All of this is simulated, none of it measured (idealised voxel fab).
This section sets out a process module, namely voxel transistor to metal.
cross-section cut | 290 nm wide | cells 5 nm
Cross-sections here: square-cell grids, written as top-down lists of bands, a band being one or more rows of cells.
Per band: top height and bottom height in nm, followed by the left-to-right materials and their widths in nm; "everywhere" marks a single material spanning edge to edge, "blank" marks empty space.
Heights are expressed relative to 0, this being the level below which the as-received wafer comprises one material exclusively. The lowest band is unbounded in the downward direction and is denoted as in "0 down".
Graded width ("30..40"): value in top row of band = first number; value in bottom row = second number; row-to-row change constant.
"same as before" for a step: no cell of the cross-section changed in that step.
Basically, "Closed internal voids" tells you about the enclosed voids: empty spaces with no open way to the top, 8 cells or bigger, each written width x height at distance, where distance is from the left edge, all in nm.
Past the settings on a step's line: simulator remark, on that step.
overlay nm: mask right of planned place by this much (step with mask). Neg. = left.
Pairs from here to the end. Each: cross-section before one process step, cross-section after it, the latter only as far down as the lowest band that changed. Under each: the step between, and its settings. Mind that the pairs may be taken from different runs of this module on the same starting wafer; whether a pair continues from the pair above depends on its entry headed "Before this step", and it does only where that entry says so.

Before this step:
  50 to 30  SiO2 35  blank 15  SiO2 55  blank 15  SiO2 45  blank 15  SiO2 55  blank 15  SiO2 40
  30 to 25  SiN 35  blank 15  SiN 55  blank 15  SiN 45  blank 15  SiN 55  blank 15  SiN 40
  25 to 15  SiO2 35  TiN 5  Ru 5  TiN 5  SiO2 55  TiN 5  Ru 5  TiN 5  SiO2 45  TiN 5  Ru 5  TiN 5  SiO2 55  TiN 5  Ru 5  TiN 5  SiO2 40
  15 to 10  SiO2 35  TiN 5  Ru 5  TiN 5  SiO2 5  SiN 5  HfO2 5  TiN 5  W 15  TiN 5  HfO2 5  SiN 5  SiO2 5  TiN 5  Ru 5  TiN 5  SiO2 45  TiN 5  Ru 5  TiN 5  SiO2 5  SiN 5  HfO2 5  TiN 5  W 15  TiN 5  HfO2 5  SiN 5  SiO2 5  TiN 5  Ru 5  TiN 5  SiO2 40
  10 to 5  SiO2 35  TiN 15  SiO2 5  SiN 5  HfO2 5  TiN 25  HfO2 5  SiN 5  SiO2 5  TiN 15  SiO2 45  TiN 15  SiO2 5  SiN 5  HfO2 5  TiN 25  HfO2 5  SiN 5  SiO2 5  TiN 15  SiO2 40
  5 to 0  SiO2 20  SiN 5  SiO2 5  SiGe 25  SiO2 5  HfO2 35  SiO2 5  SiGe 25  SiO2 5  SiN 5  SiO2 15  SiN 5  SiO2 5  SiGe 25  SiO2 5  HfO2 35  SiO2 5  SiGe 25  SiO2 5  SiN 5  SiO2 25
  0 to -5  SiO2 35  Si 85  SiO2 45  Si 85  SiO2 40
  -5 to -20  SiO2 25  Si 105  SiO2 25  Si 105  SiO2 30
  -20 down  Si everywhere
  Closed internal voids: none

Section After Processing:
  55 to 50  TiN 40  blank 5  TiN 65  blank 5  TiN 55  blank 5  TiN 65  blank 5  TiN 45
  50 to 30  SiO2 35  TiN 5  blank 5  TiN 5  SiO2 55  TiN 5  blank 5  TiN 5  SiO2 45  TiN 5  blank 5  TiN 5  SiO2 55  TiN 5  blank 5  TiN 5  SiO2 40
  30 to 25  SiN 35  TiN 15  SiN 55  TiN 15  SiN 45  TiN 15  SiN 55  TiN 15  SiN 40
  Below 25 it's all the same as before, nothing changed down there.
  Closed internal voids: none
Step, pre vs post cross-sections above: CONFORMAL_DEP,material TiN,thk nm 5

Before this step: The pre-step condition corresponds to the post-step cross-section depicted in the pair directly above.

Section After Processing:
  65 to 55  Cu everywhere
  55 to 50  TiN 40  Cu 5  TiN 65  Cu 5  TiN 55  Cu 5  TiN 65  Cu 5  TiN 45
  50 to 30  SiO2 35  TiN 5  Cu 5  TiN 5  SiO2 55  TiN 5  Cu 5  TiN 5  SiO2 45  TiN 5  Cu 5  TiN 5  SiO2 55  TiN 5  Cu 5  TiN 5  SiO2 40
  Below 30 it's all the same as before, nothing changed down there.
  Closed internal voids: none
Step, pre vs post cross-sections above: FILL_DEP,material Cu,thk nm 10

Before this step: The pre-step condition corresponds to the post-step cross-section depicted in the pair directly above.

Section After Processing:
  50 to 30  SiO2 35  TiN 5  Cu 5  TiN 5  SiO2 55  TiN 5  Cu 5  TiN 5  SiO2 45  TiN 5  Cu 5  TiN 5  SiO2 55  TiN 5  Cu 5  TiN 5  SiO2 40
  Below 30 it's all the same as before, nothing changed down there.
  Closed internal voids: none
Step, pre vs post cross-sections above: CMP,height nm 50

Before this step: The pre-step condition corresponds to the post-step cross-section depicted in the pair directly above.

Section After Processing:
  55 to 50  SiCN everywhere
  Below 50 it's all the same as before, nothing changed down there.
  Closed internal voids: none
Step, pre vs post cross-sections above: CONFORMAL_DEP,material SiCN,thk nm 5

Before this step: The pre-step condition corresponds to the post-step cross-section depicted in the pair directly above.

Section After Processing:
  80 to 55  lowk everywhere
  Below 55 it's all the same as before, nothing changed down there.
  Closed internal voids: none
Step, pre vs post cross-sections above: DIRECTIONAL_DEP,material lowk,thk nm 25

Before this step: The pre-step condition corresponds to the post-step cross-section depicted in the pair directly above.

Section After Processing:
  80 to 65  lowk 35  blank 15  lowk 115  blank 15  lowk 110
  Below 65 it's all the same as before, nothing changed down there.
  Closed internal voids: none
Step, pre vs post cross-sections above: MASKED_ETCH,tone open,mask id METAL_2,width nm 15,pitch nm 130,etch materials lowk,depth nm 15,overlay nm 0

Before this step: The pre-step condition corresponds to the post-step cross-section depicted in the pair directly above.

Section After Processing:
  80 to 55  lowk 35  blank 15  lowk 115  blank 15  lowk 110
  Below 55 it's all the same as before, nothing changed down there.
  Closed internal voids: none
Step, pre vs post cross-sections above: MASKED_ETCH,tone open,mask id METAL_2_HOLES,width nm 15,pitch nm 130,etch materials lowk,depth nm 10,overlay nm 0

Before this step: The pre-step condition corresponds to the post-step cross-section depicted in the pair directly above.

Section After Processing:
  80 to 55  lowk 35  blank 15  lowk 115  blank 15  lowk 110
  55 to 50  SiCN 35  blank 15  SiCN 115  blank 15  SiCN 110
  Below 50 it's all the same as before, nothing changed down there.
  Closed internal voids: none
Step, pre vs post cross-sections above: MASKED_ETCH,tone open,mask id METAL_2_HOLES,width nm 15,pitch nm 130,etch materials SiCN,depth nm 5,overlay nm 0

Before this step: The pre-step condition corresponds to the post-step cross-section depicted in the pair directly above.

Section After Processing:
  85 to 80  TiN 40  blank 5  TiN 125  blank 5  TiN 115
  80 to 55  lowk 35  TiN 5  blank 5  TiN 5  lowk 115  TiN 5  blank 5  TiN 5  lowk 110
  55 to 50  SiCN 35  TiN 15  SiCN 115  TiN 15  SiCN 110
  Below 50 it's all the same as before, nothing changed down there.
  Closed internal voids: none
Step, pre vs post cross-sections above: CONFORMAL_DEP,material TiN,thk nm 5

Before this step: The pre-step condition corresponds to the post-step cross-section depicted in the pair directly above.

Section After Processing:
  95 to 85  Cu everywhere
  85 to 80  TiN 40  Cu 5  TiN 125  Cu 5  TiN 115
  80 to 55  lowk 35  TiN 5  Cu 5  TiN 5  lowk 115  TiN 5  Cu 5  TiN 5  lowk 110
  Below 55 it's all the same as before, nothing changed down there.
  Closed internal voids: none
Step, pre vs post cross-sections above: FILL_DEP,material Cu,thk nm 10

Before this step: The pre-step condition corresponds to the post-step cross-section depicted in the pair directly above.

Section After Processing:
  80 to 55  lowk 35  TiN 5  Cu 5  TiN 5  lowk 115  TiN 5  Cu 5  TiN 5  lowk 110
  Below 55 it's all the same as before, nothing changed down there.
  Closed internal voids: none
Step, pre vs post cross-sections above: CMP,height nm 80

Before this step: The pre-step condition corresponds to the post-step cross-section depicted in the pair directly above.

Section After Processing:
  85 to 80  SiCN everywhere
  Below 80 it's all the same as before, nothing changed down there.
  Closed internal voids: none
Step, pre vs post cross-sections above: CONFORMAL_DEP,material SiCN,thk nm 5

Before this step:
  35 to 20  blank 55  SiN 5  SiO2 5  SiCN 25  SiO2 5  SiN 5  blank 85  SiN 5  SiO2 5  SiCN 25  SiO2 5  SiN 5  blank 60
  20 to 0  blank 55  SiN 5  SiO2 5  polySi 25  SiO2 5  SiN 5  blank 85  SiN 5  SiO2 5  polySi 25  SiO2 5  SiN 5  blank 60
  0 to -5  SiO2 everywhere
  -5 to -20  SiO2 25  Si 105  SiO2 25  Si 105  SiO2 30
  -20 down  Si everywhere
  Closed internal voids: none

Section After Processing:
  35 to 20  blank 55  SiN 5  blank 5  SiCN 25  blank 5  SiN 5  blank 85  SiN 5  blank 5  SiCN 25  blank 5  SiN 5  blank 60
  20 to 0  blank 55  SiN 5  SiO2 5  polySi 25  SiO2 5  SiN 5  blank 85  SiN 5  SiO2 5  polySi 25  SiO2 5  SiN 5  blank 60
  0 to -5  blank 55  SiO2 45  blank 85  SiO2 45  blank 60
  -5 to -15  blank 25  Si 105  blank 25  Si 105  blank 30
  Below -15 it's all the same as before, nothing changed down there.
  Closed internal voids: none
Step, pre vs post cross-sections above: DIRECTIONAL_ETCH,etch materials SiO2,depth nm 15

Before this step: The pre-step condition corresponds to the post-step cross-section depicted in the pair directly above.

Section After Processing:
  35 to 20  blank 55  SiN 5  blank 5  SiCN 25  blank 5  SiN 5  blank 85  SiN 5  blank 5  SiCN 25  blank 5  SiN 5  blank 60
  20 to 0  blank 55  SiN 5  SiO2 5  polySi 25  SiO2 5  SiN 5  blank 85  SiN 5  SiO2 5  polySi 25  SiO2 5  SiN 5  blank 60
  0 to -5  blank 20  SiGe 35  SiO2 45  SiGe 35  blank 15  SiGe 35  SiO2 45  SiGe 35  blank 25
  -5 to -15  blank 20  SiGe 5  Si 105  SiGe 5  blank 15  SiGe 5  Si 105  SiGe 5  blank 25
  Below -15 it's all the same as before, nothing changed down there.
  Closed internal voids: none
Step, pre vs post cross-sections above: EPI,material SiGe,thk nm 5

Before this step: The pre-step condition corresponds to the post-step cross-section depicted in the pair directly above.

Section After Processing:
  45 to 35  SiO2 everywhere
  35 to 20  SiO2 55  SiN 5  SiO2 5  SiCN 25  SiO2 5  SiN 5  SiO2 85  SiN 5  SiO2 5  SiCN 25  SiO2 5  SiN 5  SiO2 60
  20 to 0  SiO2 55  SiN 5  SiO2 5  polySi 25  SiO2 5  SiN 5  SiO2 85  SiN 5  SiO2 5  polySi 25  SiO2 5  SiN 5  SiO2 60
  0 to -5  SiO2 20  SiGe 35  SiO2 45  SiGe 35  SiO2 15  SiGe 35  SiO2 45  SiGe 35  SiO2 25
  -5 to -15  SiO2 20  SiGe 5  Si 105  SiGe 5  SiO2 15  SiGe 5  Si 105  SiGe 5  SiO2 25
  Below -15 it's all the same as before, nothing changed down there.
  Closed internal voids: none
Step, pre vs post cross-sections above: FILL_DEP,material SiO2,thk nm 10

Before this step: The pre-step condition corresponds to the post-step cross-section depicted in the pair directly above.

Section After Processing:
  20 to 0  SiO2 55  SiN 5  SiO2 5  polySi 25  SiO2 5  SiN 5  SiO2 85  SiN 5  SiO2 5  polySi 25  SiO2 5  SiN 5  SiO2 60
  Below 0 it's all the same as before, nothing changed down there.
  Closed internal voids: none
Step, pre vs post cross-sections above: CMP,height nm 20

Before this step: The pre-step condition corresponds to the post-step cross-section depicted in the pair directly above.

Section After Processing:
  20 to 0  SiO2 55  SiN 5  SiO2 5  blank 25  SiO2 5  SiN 5  SiO2 85  SiN 5  SiO2 5  blank 25  SiO2 5  SiN 5  SiO2 60
  Below 0 it's all the same as before, nothing changed down there.
  Closed internal voids: none
Step, pre vs post cross-sections above: STRIP,etch materials polySi

Before this step: The pre-step condition corresponds to the post-step cross-section depicted in the pair directly above.

Section After Processing:
  20 to 15  blank 55  SiN 5  blank 35  SiN 5  blank 85  SiN 5  blank 35  SiN 5  blank 60
  15 to 0  SiO2 55  SiN 5  blank 35  SiN 5  SiO2 85  SiN 5  blank 35  SiN 5  SiO2 60
  0 to -5  SiO2 20  SiGe 35  SiO2 5  blank 35  SiO2 5  SiGe 35  SiO2 15  SiGe 35  SiO2 5  blank 35  SiO2 5  SiGe 35  SiO2 25
  Below -5 it's all the same as before, nothing changed down there.
  Closed internal voids: none
Step, pre vs post cross-sections above: SELECTIVE_ETCH,etch materials SiO2,depth nm 5

Before this step: The pre-step condition corresponds to the post-step cross-section depicted in the pair directly above.

Section After Processing:
  25 to 20  blank 50  HfO2 15  blank 25  HfO2 15  blank 75  HfO2 15  blank 25  HfO2 15  blank 55
  20 to 15  HfO2 55  SiN 5  HfO2 5  blank 25  HfO2 5  SiN 5  HfO2 85  SiN 5  HfO2 5  blank 25  HfO2 5  SiN 5  HfO2 60
  15 to 0  SiO2 55  SiN 5  HfO2 5  blank 25  HfO2 5  SiN 5  SiO2 85  SiN 5  HfO2 5  blank 25  HfO2 5  SiN 5  SiO2 60
  0 to -5  SiO2 20  SiGe 35  SiO2 5  HfO2 35  SiO2 5  SiGe 35  SiO2 15  SiGe 35  SiO2 5  HfO2 35  SiO2 5  SiGe 35  SiO2 25
  Below -5 it's all the same as before, nothing changed down there.
  Closed internal voids: none
Step, pre vs post cross-sections above: CONFORMAL_DEP,material HfO2,thk nm 5

Before this step: The pre-step condition corresponds to the post-step cross-section depicted in the pair directly above.

Section After Processing:
  30 to 25  blank 45  TiN 25  blank 15  TiN 25  blank 65  TiN 25  blank 15  TiN 25  blank 50
  25 to 20  TiN 50  HfO2 15  TiN 5  blank 15  TiN 5  HfO2 15  TiN 75  HfO2 15  TiN 5  blank 15  TiN 5  HfO2 15  TiN 55
  20 to 15  HfO2 55  SiN 5  HfO2 5  TiN 5  blank 15  TiN 5  HfO2 5  SiN 5  HfO2 85  SiN 5  HfO2 5  TiN 5  blank 15  TiN 5  HfO2 5  SiN 5  HfO2 60
  15 to 5  SiO2 55  SiN 5  HfO2 5  TiN 5  blank 15  TiN 5  HfO2 5  SiN 5  SiO2 85  SiN 5  HfO2 5  TiN 5  blank 15  TiN 5  HfO2 5  SiN 5  SiO2 60
  5 to 0  SiO2 55  SiN 5  HfO2 5  TiN 25  HfO2 5  SiN 5  SiO2 85  SiN 5  HfO2 5  TiN 25  HfO2 5  SiN 5  SiO2 60
  Below 0 it's all the same as before, nothing changed down there.
  Closed internal voids: none
Step, pre vs post cross-sections above: CONFORMAL_DEP,material TiN,thk nm 5

Before this step: The pre-step condition corresponds to the post-step cross-section depicted in the pair directly above.

Section After Processing:
  40 to 30  W everywhere
  30 to 25  W 45  TiN 25  W 15  TiN 25  W 65  TiN 25  W 15  TiN 25  W 50
  25 to 20  TiN 50  HfO2 15  TiN 5  W 15  TiN 5  HfO2 15  TiN 75  HfO2 15  TiN 5  W 15  TiN 5  HfO2 15  TiN 55
  20 to 15  HfO2 55  SiN 5  HfO2 5  TiN 5  W 15  TiN 5  HfO2 5  SiN 5  HfO2 85  SiN 5  HfO2 5  TiN 5  W 15  TiN 5  HfO2 5  SiN 5  HfO2 60
  15 to 5  SiO2 55  SiN 5  HfO2 5  TiN 5  W 15  TiN 5  HfO2 5  SiN 5  SiO2 85  SiN 5  HfO2 5  TiN 5  W 15  TiN 5  HfO2 5  SiN 5  SiO2 60
  Below 5 it's all the same as before, nothing changed down there.
  Closed internal voids: none
Step, pre vs post cross-sections above: FILL_DEP,material W,thk nm 10

Before this step: The pre-step condition corresponds to the post-step cross-section depicted in the pair directly above.

Section After Processing:
  15 to 5  SiO2 55  SiN 5  HfO2 5  TiN 5  W 15  TiN 5  HfO2 5  SiN 5  SiO2 85  SiN 5  HfO2 5  TiN 5  W 15  TiN 5  HfO2 5  SiN 5  SiO2 60
  Below 5 it's all the same as before, nothing changed down there.
  Closed internal voids: none
Step, pre vs post cross-sections above: CMP,height nm 15

Before this step: The pre-step condition corresponds to the post-step cross-section depicted in the pair directly above.

Section After Processing:
  25 to 15  SiO2 everywhere
  Below 15 it's all the same as before, nothing changed down there.
  Closed internal voids: none
Step, pre vs post cross-sections above: DIRECTIONAL_DEP,material SiO2,thk nm 10

Before this step: The pre-step condition corresponds to the post-step cross-section depicted in the pair directly above.

Section After Processing:
  40 to 25  aC everywhere
  Below 25 it's all the same as before, nothing changed down there.
  Closed internal voids: none
Step, pre vs post cross-sections above: DIRECTIONAL_DEP,material aC,thk nm 15

Before this step: The pre-step condition corresponds to the post-step cross-section depicted in the pair directly above.

Section After Processing:
  70 to 40  resist 35  blank 15  resist 55  blank 15  resist 45  blank 15  resist 55  blank 15  resist 40
  Below 40 it's all the same as before, nothing changed down there.
  Closed internal voids: none
Step, pre vs post cross-sections above: PATTERN,tone open,mask id CONTACT,material resist,width nm 15,thk nm 30,overlay nm 0

Before this step: The pre-step condition corresponds to the post-step cross-section depicted in the pair directly above.

Section After Processing:
  55 to 40  resist 35  blank 15  resist 55  blank 15  resist 45  blank 15  resist 55  blank 15  resist 40
  40 to 25  aC 35  blank 15  aC 55  blank 15  aC 45  blank 15  aC 55  blank 15  aC 40
  Below 25 it's all the same as before, nothing changed down there.
  Closed internal voids: none
Step, pre vs post cross-sections above: DIRECTIONAL_ETCH,etch materials aC,depth nm 15

Before this step: The pre-step condition corresponds to the post-step cross-section depicted in the pair directly above.

Section After Processing:
  40 to 25  aC 35  blank 15  aC 55  blank 15  aC 45  blank 15  aC 55  blank 15  aC 40
  Below 25 it's all the same as before, nothing changed down there.
  Closed internal voids: none
Step, pre vs post cross-sections above: STRIP,etch materials resist

Before this step: The pre-step condition corresponds to the post-step cross-section depicted in the pair directly above.

Section After Processing:
  40 to 25  aC 35  blank 15  aC 55  blank 15  aC 45  blank 15  aC 55  blank 15  aC 40
  25 to 15  SiO2 35  blank 15  SiO2 55  blank 15  SiO2 45  blank 15  SiO2 55  blank 15  SiO2 40
  15 to 5  SiO2 35  blank 15  SiO2 5  SiN 5  HfO2 5  TiN 5  W 15  TiN 5  HfO2 5  SiN 5  SiO2 5  blank 15  SiO2 45  blank 15  SiO2 5  SiN 5  HfO2 5  TiN 5  W 15  TiN 5  HfO2 5  SiN 5  SiO2 5  blank 15  SiO2 40
  5 to 0  SiO2 35  blank 15  SiO2 5  SiN 5  HfO2 5  TiN 25  HfO2 5  SiN 5  SiO2 5  blank 15  SiO2 45  blank 15  SiO2 5  SiN 5  HfO2 5  TiN 25  HfO2 5  SiN 5  SiO2 5  blank 15  SiO2 40
  Below 0 it's all the same as before, nothing changed down there.
  Closed internal voids: none
Step, pre vs post cross-sections above: DIRECTIONAL_ETCH,etch materials SiO2,depth nm 25

Before this step: The pre-step condition corresponds to the post-step cross-section depicted in the pair directly above.

Section After Processing:
  25 to 15  SiO2 35  blank 15  SiO2 55  blank 15  SiO2 45  blank 15  SiO2 55  blank 15  SiO2 40
  Below 15 it's all the same as before, nothing changed down there.
  Closed internal voids: none
Step, pre vs post cross-sections above: STRIP,etch materials aC

Before this step: The pre-step condition corresponds to the post-step cross-section depicted in the pair directly above.

Section After Processing:
  30 to 25  TiN 40  blank 5  TiN 65  blank 5  TiN 55  blank 5  TiN 65  blank 5  TiN 45
  25 to 15  SiO2 35  TiN 5  blank 5  TiN 5  SiO2 55  TiN 5  blank 5  TiN 5  SiO2 45  TiN 5  blank 5  TiN 5  SiO2 55  TiN 5  blank 5  TiN 5  SiO2 40
  15 to 5  SiO2 35  TiN 5  blank 5  TiN 5  SiO2 5  SiN 5  HfO2 5  TiN 5  W 15  TiN 5  HfO2 5  SiN 5  SiO2 5  TiN 5  blank 5  TiN 5  SiO2 45  TiN 5  blank 5  TiN 5  SiO2 5  SiN 5  HfO2 5  TiN 5  W 15  TiN 5  HfO2 5  SiN 5  SiO2 5  TiN 5  blank 5  TiN 5  SiO2 40
  5 to 0  SiO2 35  TiN 15  SiO2 5  SiN 5  HfO2 5  TiN 25  HfO2 5  SiN 5  SiO2 5  TiN 15  SiO2 45  TiN 15  SiO2 5  SiN 5  HfO2 5  TiN 25  HfO2 5  SiN 5  SiO2 5  TiN 15  SiO2 40
  Below 0 it's all the same as before, nothing changed down there.
  Closed internal voids: none
Step, pre vs post cross-sections above: CONFORMAL_DEP,material TiN,thk nm 5

Before this step: The pre-step condition corresponds to the post-step cross-section depicted in the pair directly above.

Section After Processing:
  40 to 30  Ru everywhere
  30 to 25  TiN 40  Ru 5  TiN 65  Ru 5  TiN 55  Ru 5  TiN 65  Ru 5  TiN 45
  25 to 15  SiO2 35  TiN 5  Ru 5  TiN 5  SiO2 55  TiN 5  Ru 5  TiN 5  SiO2 45  TiN 5  Ru 5  TiN 5  SiO2 55  TiN 5  Ru 5  TiN 5  SiO2 40
  15 to 5  SiO2 35  TiN 5  Ru 5  TiN 5  SiO2 5  SiN 5  HfO2 5  TiN 5  W 15  TiN 5  HfO2 5  SiN 5  SiO2 5  TiN 5  Ru 5  TiN 5  SiO2 45  TiN 5  Ru 5  TiN 5  SiO2 5  SiN 5  HfO2 5  TiN 5  W 15  TiN 5  HfO2 5  SiN 5  SiO2 5  TiN 5  Ru 5  TiN 5  SiO2 40
  Below 5 it's all the same as before, nothing changed down there.
  Closed internal voids: none
Step, pre vs post cross-sections above: FILL_DEP,material Ru,thk nm 10

Before this step: The pre-step condition corresponds to the post-step cross-section depicted in the pair directly above.

Section After Processing:
  25 to 15  SiO2 35  TiN 5  Ru 5  TiN 5  SiO2 55  TiN 5  Ru 5  TiN 5  SiO2 45  TiN 5  Ru 5  TiN 5  SiO2 55  TiN 5  Ru 5  TiN 5  SiO2 40
  Below 15 it's all the same as before, nothing changed down there.
  Closed internal voids: none
Step, pre vs post cross-sections above: CMP,height nm 25

Before this step: The pre-step condition corresponds to the post-step cross-section depicted in the pair directly above.

Section After Processing:
  30 to 25  SiN everywhere
  Below 25 it's all the same as before, nothing changed down there.
  Closed internal voids: none
Step, pre vs post cross-sections above: CONFORMAL_DEP,material SiN,thk nm 5

Before this step: The pre-step condition corresponds to the post-step cross-section depicted in the pair directly above.

Section After Processing:
  50 to 30  SiO2 everywhere
  Below 30 it's all the same as before, nothing changed down there.
  Closed internal voids: none
Step, pre vs post cross-sections above: DIRECTIONAL_DEP,material SiO2,thk nm 20

Before this step: The pre-step condition corresponds to the post-step cross-section depicted in the pair directly above.

Section After Processing:
  50 to 30  SiO2 35  blank 15  SiO2 55  blank 15  SiO2 45  blank 15  SiO2 55  blank 15  SiO2 40
  Below 30 it's all the same as before, nothing changed down there.
  Closed internal voids: none
Step, pre vs post cross-sections above: MASKED_ETCH,tone open,mask id METAL_1,width nm 15,etch materials SiO2,depth nm 20,overlay nm 0

Before this step: The pre-step condition corresponds to the post-step cross-section depicted in the pair directly above.

Section After Processing:
  50 to 30  SiO2 35  blank 15  SiO2 55  blank 15  SiO2 45  blank 15  SiO2 55  blank 15  SiO2 40
  30 to 25  SiN 35  blank 15  SiN 55  blank 15  SiN 45  blank 15  SiN 55  blank 15  SiN 40
  Below 25 it's all the same as before, nothing changed down there.
  Closed internal voids: none
Step, pre vs post cross-sections above: MASKED_ETCH,tone open,mask id METAL_1,width nm 15,etch materials SiN,depth nm 5,overlay nm 0

Before this step: The pre-step condition corresponds to the post-step cross-section depicted in the pair directly above.

Section After Processing:
  55 to 50  TiN 40  blank 5  TiN 65  blank 5  TiN 55  blank 5  TiN 65  blank 5  TiN 45
  50 to 30  SiO2 35  TiN 5  blank 5  TiN 5  SiO2 55  TiN 5  blank 5  TiN 5  SiO2 45  TiN 5  blank 5  TiN 5  SiO2 55  TiN 5  blank 5  TiN 5  SiO2 40
  30 to 25  SiN 35  TiN 15  SiN 55  TiN 15  SiN 45  TiN 15  SiN 55  TiN 15  SiN 40
  Below 25 it's all the same as before, nothing changed down there.
  Closed internal voids: none
Step, pre vs post cross-sections above: CONFORMAL_DEP,material TiN,thk nm 5

Before this step: The pre-step condition corresponds to the post-step cross-section depicted in the pair directly above.

Section After Processing:
  65 to 55  Cu everywhere
  55 to 50  TiN 40  Cu 5  TiN 65  Cu 5  TiN 55  Cu 5  TiN 65  Cu 5  TiN 45
  50 to 30  SiO2 35  TiN 5  Cu 5  TiN 5  SiO2 55  TiN 5  Cu 5  TiN 5  SiO2 45  TiN 5  Cu 5  TiN 5  SiO2 55  TiN 5  Cu 5  TiN 5  SiO2 40
  Below 30 it's all the same as before, nothing changed down there.
  Closed internal voids: none
Step, pre vs post cross-sections above: FILL_DEP,material Cu,thk nm 10

Before this step: The pre-step condition corresponds to the post-step cross-section depicted in the pair directly above.

Section After Processing:
  50 to 30  SiO2 35  TiN 5  Cu 5  TiN 5  SiO2 55  TiN 5  Cu 5  TiN 5  SiO2 45  TiN 5  Cu 5  TiN 5  SiO2 55  TiN 5  Cu 5  TiN 5  SiO2 40
  Below 30 it's all the same as before, nothing changed down there.
  Closed internal voids: none
Step, pre vs post cross-sections above: CMP,height nm 50

Before this step: The pre-step condition corresponds to the post-step cross-section depicted in the pair directly above.

Section After Processing:
  55 to 50  SiCN everywhere
  Below 50 it's all the same as before, nothing changed down there.
  Closed internal voids: none
Step, pre vs post cross-sections above: CONFORMAL_DEP,material SiCN,thk nm 5

Before this step: The pre-step condition corresponds to the post-step cross-section depicted in the pair directly above.

Section After Processing:
  80 to 55  lowk everywhere
  Below 55 it's all the same as before, nothing changed down there.
  Closed internal voids: none
Step, pre vs post cross-sections above: DIRECTIONAL_DEP,material lowk,thk nm 25

Before this step: The pre-step condition corresponds to the post-step cross-section depicted in the pair directly above.

Section After Processing:
  80 to 65  lowk 35  blank 15  lowk 115  blank 15  lowk 110
  Below 65 it's all the same as before, nothing changed down there.
  Closed internal voids: none
Step, pre vs post cross-sections above: MASKED_ETCH,tone open,mask id METAL_2,width nm 15,pitch nm 130,etch materials lowk,depth nm 15,overlay nm 0

Before this step: The pre-step condition corresponds to the post-step cross-section depicted in the pair directly above.

Section After Processing:
  80 to 55  lowk 35  blank 15  lowk 115  blank 15  lowk 110
  Below 55 it's all the same as before, nothing changed down there.
  Closed internal voids: none
Step, pre vs post cross-sections above: MASKED_ETCH,tone open,mask id METAL_2_HOLES,width nm 15,pitch nm 130,etch materials lowk,depth nm 10,overlay nm 0

Before this step: The pre-step condition corresponds to the post-step cross-section depicted in the pair directly above.

Section After Processing:
  80 to 55  lowk 35  blank 15  lowk 115  blank 15  lowk 110
  55 to 50  SiCN 35  blank 15  SiCN 115  blank 15  SiCN 110
  Below 50 it's all the same as before, nothing changed down there.
  Closed internal voids: none
Step, pre vs post cross-sections above: MASKED_ETCH,tone open,mask id METAL_2_HOLES,width nm 15,pitch nm 130,etch materials SiCN,depth nm 5,overlay nm 0

Before this step: The pre-step condition corresponds to the post-step cross-section depicted in the pair directly above.

Section After Processing:
  85 to 80  TiN 40  blank 5  TiN 125  blank 5  TiN 115
  80 to 55  lowk 35  TiN 5  blank 5  TiN 5  lowk 115  TiN 5  blank 5  TiN 5  lowk 110
  55 to 50  SiCN 35  TiN 15  SiCN 115  TiN 15  SiCN 110
  Below 50 it's all the same as before, nothing changed down there.
  Closed internal voids: none
Step, pre vs post cross-sections above: CONFORMAL_DEP,material TiN,thk nm 5

Before this step: The pre-step condition corresponds to the post-step cross-section depicted in the pair directly above.

Section After Processing:
  95 to 85  Cu everywhere
  85 to 80  TiN 40  Cu 5  TiN 125  Cu 5  TiN 115
  80 to 55  lowk 35  TiN 5  Cu 5  TiN 5  lowk 115  TiN 5  Cu 5  TiN 5  lowk 110
  Below 55 it's all the same as before, nothing changed down there.
  Closed internal voids: none
Step, pre vs post cross-sections above: FILL_DEP,material Cu,thk nm 10

Before this step: The pre-step condition corresponds to the post-step cross-section depicted in the pair directly above.

Section After Processing:
  80 to 55  lowk 35  TiN 5  Cu 5  TiN 5  lowk 115  TiN 5  Cu 5  TiN 5  lowk 110
  Below 55 it's all the same as before, nothing changed down there.
  Closed internal voids: none
Step, pre vs post cross-sections above: CMP,height nm 80

Before this step: The pre-step condition corresponds to the post-step cross-section depicted in the pair directly above.

Section After Processing:
  85 to 80  SiCN everywhere
  Below 80 it's all the same as before, nothing changed down there.
  Closed internal voids: none
Step, pre vs post cross-sections above: CONFORMAL_DEP,material SiCN,thk nm 5

Before this step:
  50 to 30  SiO2 everywhere
  30 to 25  SiN everywhere
  25 to 15  SiO2 35  TiN 5  Ru 5  TiN 5  SiO2 55  TiN 5  Ru 5  TiN 5  SiO2 45  TiN 5  Ru 5  TiN 5  SiO2 55  TiN 5  Ru 5  TiN 5  SiO2 40
  15 to 5  SiO2 35  TiN 5  Ru 5  TiN 5  SiO2 5  SiN 5  HfO2 5  TiN 5  W 15  TiN 5  HfO2 5  SiN 5  SiO2 5  TiN 5  Ru 5  TiN 5  SiO2 45  TiN 5  Ru 5  TiN 5  SiO2 5  SiN 5  HfO2 5  TiN 5  W 15  TiN 5  HfO2 5  SiN 5  SiO2 5  TiN 5  Ru 5  TiN 5  SiO2 40
  5 to 0  SiO2 35  TiN 15  SiO2 5  SiN 5  HfO2 5  TiN 25  HfO2 5  SiN 5  SiO2 5  TiN 15  SiO2 45  TiN 15  SiO2 5  SiN 5  HfO2 5  TiN 25  HfO2 5  SiN 5  SiO2 5  TiN 15  SiO2 40
  0 to -5  SiO2 20  SiGe 35  SiO2 5  HfO2 35  SiO2 5  SiGe 35  SiO2 15  SiGe 35  SiO2 5  HfO2 35  SiO2 5  SiGe 35  SiO2 25
  -5 to -20  SiO2 25  Si 105  SiO2 25  Si 105  SiO2 30
  -20 down  Si everywhere
  Closed internal voids: none

Section After Processing:
  50 to 30  SiO2 35  blank 20  SiO2 50  blank 20  SiO2 40  blank 20  SiO2 50  blank 20  SiO2 35
  Below 30 it's all the same as before, nothing changed down there.
  Closed internal voids: none
Step, pre vs post cross-sections above: MASKED_ETCH,tone open,mask id METAL_1,width nm 20,etch materials SiO2,depth nm 20,overlay nm 0

Before this step: The pre-step condition corresponds to the post-step cross-section depicted in the pair directly above.

Section After Processing:
  50 to 30  SiO2 35  blank 20  SiO2 50  blank 20  SiO2 40  blank 20  SiO2 50  blank 20  SiO2 35
  30 to 25  SiN 35  blank 15  SiN 55  blank 15  SiN 45  blank 15  SiN 55  blank 15  SiN 40
  Below 25 it's all the same as before, nothing changed down there.
  Closed internal voids: none
Step, pre vs post cross-sections above: MASKED_ETCH,tone open,mask id METAL_1,width nm 15,etch materials SiN,depth nm 5,overlay nm 0
